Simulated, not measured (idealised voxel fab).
The process module presented herein is designated voxel spacer lines.
The figure presents cross-section cut, which has a width of 225 nm and is divided into square cells with an edge length of 5 nm.
Format of a cross-section: grid, square cells. Given as bands. Order: top down. Band: one or more rows of cells.
Top height, bottom height, nm. Materials left to right, width each, nm. Single material + "all across" = fills band edge to edge. "empty" = empty.
Below 0: as-received wafer, all one material; heights counted from there. Lowest band: no bottom, goes on down, written "top 0, no bottom".
Width: "30..40" (first number = top row, second number = bottom row, same change from row to row of cells).
Key: "stayed the same" - step with no changed cell in the cross-section.
So "Closed voids list" is basically the list of trapped voids: any empty space of 8 cells or more that can't reach the top through an opening. They're written width x height at distance, the distance being from the left edge, and it's all nm.
The remark found on a step's line after its settings is issued by the simulator itself and pertains to that step.
"overlay nm" denotes, for a step that has a mask, the displacement of the mask to the right of its planned place, with negative values corresponding to the left.

Steps in the process plan
1,RECEIVE | material Si
2,CONFORMAL_DEP | material SiO2 | thk nm 10
3,DIRECTIONAL_DEP | material W | thk nm 15
4,DIRECTIONAL_DEP | material aC | thk nm 25
5,PATTERN | tone cover | mask id MANDREL | material resist | width nm 25 | pitch nm 70 | thk nm 35 | overlay nm 0
6,DIRECTIONAL_ETCH | etch materials aC | depth nm 25
7,STRIP | etch materials resist
8,CONFORMAL_DEP | material SiN | thk nm 10
9,DIRECTIONAL_ETCH | etch materials SiN | depth nm 10
10,STRIP | etch materials aC
11,DIRECTIONAL_ETCH | etch materials W | depth nm 15
12,STRIP | etch materials SiN

First of two wafers - as planned

Cross-section: wafer on arrival = after step 1
  top 0, no bottom  Si all across
  Closed voids list: none

Wafer after step 2 (cross-section)
  top 10, bottom 0  SiO2 all across
  Nothing below the height 0 has changed.

Wafer after step 3 (cross-section)
  top 25, bottom 10  W all across
  Nothing below the height 10 has changed.

Wafer after step 4 (cross-section)
  top 50, bottom 25  aC all across
  Nothing below the height 25 has changed.

Wafer after step 5 (cross-section)
  top 85, bottom 50  30 empty, then 25 resist, then 45 empty, then 25 resist, then 45 empty, then 25 resist, then 30 empty
  Nothing below the height 50 has changed.

Wafer after step 6 (cross-section)
  top 60, bottom 50  30 empty, then 25 resist, then 45 empty, then 25 resist, then 45 empty, then 25 resist, then 30 empty
  top 50, bottom 25  30 empty, then 25 aC, then 45 empty, then 25 aC, then 45 empty, then 25 aC, then 30 empty
  Nothing below the height 25 has changed.

Wafer after step 7 (cross-section)
  top 50, bottom 25  30 empty, then 25 aC, then 45 empty, then 25 aC, then 45 empty, then 25 aC, then 30 empty
  Nothing below the height 25 has changed.

Wafer after step 8 (cross-section)
  top 60, bottom 50  20 empty, then 45 SiN, then 25 empty, then 45 SiN, then 25 empty, then 45 SiN, then 20 empty
  top 50, bottom 35  20 empty, then 10 SiN, then 25 aC, then 10 SiN, then 25 empty, then 10 SiN, then 25 aC, then 10 SiN, then 25 empty, then 10 SiN, then 25 aC, then 10 SiN, then 20 empty
  top 35, bottom 25  30 SiN, then 25 aC, then 45 SiN, then 25 aC, then 45 SiN, then 25 aC, then 30 SiN
  Nothing below the height 25 has changed.

Wafer after step 9 (cross-section)
  top 50, bottom 25  20 empty, then 10 SiN, then 25 aC, then 10 SiN, then 25 empty, then 10 SiN, then 25 aC, then 10 SiN, then 25 empty, then 10 SiN, then 25 aC, then 10 SiN, then 20 empty
  Nothing below the height 25 has changed.

Wafer after step 10 (cross-section)
  top 50, bottom 25  20 empty, then 10 SiN, then 25 empty, then 10 SiN, then 25 empty, then 10 SiN, then 25 empty, then 10 SiN, then 25 empty, then 10 SiN, then 25 empty, then 10 SiN, then 20 empty
  Nothing below the height 25 has changed.

Wafer after step 11 (cross-section)
  top 50, bottom 25  20 empty, then 10 SiN, then 25 empty, then 10 SiN, then 25 empty, then 10 SiN, then 25 empty, then 10 SiN, then 25 empty, then 10 SiN, then 25 empty, then 10 SiN, then 20 empty
  top 25, bottom 10  20 empty, then 10 W, then 25 empty, then 10 W, then 25 empty, then 10 W, then 25 empty, then 10 W, then 25 empty, then 10 W, then 25 empty, then 10 W, then 20 empty
  Nothing below the height 10 has changed.

Wafer after step 12 (cross-section)
  top 25, bottom 10  20 empty, then 10 W, then 25 empty, then 10 W, then 25 empty, then 10 W, then 25 empty, then 10 W, then 25 empty, then 10 W, then 25 empty, then 10 W, then 20 empty
  Nothing below the height 10 has changed.

Companion wafer, the second of two: same beginning, same intended sequence, one mistake in carrying it out; through step 2 inclusive it tracks the first exactly

Second wafer, sectioned view, at step 3's planned end time
  top 35, bottom 10  aC all across
  Nothing below the height 10 has changed.

Second wafer, sectioned view, at step 4's planned end time
  top 50, bottom 35  W all across
  Nothing below the height 35 has changed.

Second wafer, sectioned view, at step 5's planned end time
  top 85, bottom 50  30 empty, then 25 resist, then 45 empty, then 25 resist, then 45 empty, then 25 resist, then 30 empty
  Nothing below the height 50 has changed.

Second wafer, sectioned view, at step 6's planned end time
  top 60, bottom 50  30 empty, then 25 resist, then 45 empty, then 25 resist, then 45 empty, then 25 resist, then 30 empty
  Nothing below the height 50 has changed.

Second wafer, sectioned view, at step 7's planned end time
  top 50, bottom 35  W all across
  Nothing below the height 35 has changed.

Second wafer, sectioned view, at step 8's planned end time
  top 60, bottom 50  SiN all across
  Nothing below the height 50 has changed.

Second wafer, sectioned view, at step 9's planned end time
  top 50, bottom 35  W all across
  Nothing below the height 35 has changed.

Second wafer, sectioned view, at step 10's planned end time: stayed the same

Second wafer, sectioned view, at step 11's planned end time
  top 35, bottom 10  aC all across
  Nothing below the height 10 has changed.

Second wafer, sectioned view, at step 12's planned end time: stayed the same
So what did we get wrong on this run? the processing plan was not followed for steps 3 and 4, which were run with their positions exchanged
Upon completion, the second wafer contains, in terms of cells, a greater or smaller amount of certain materials than the first wafer: W: 36 fewer, aC: 225 more
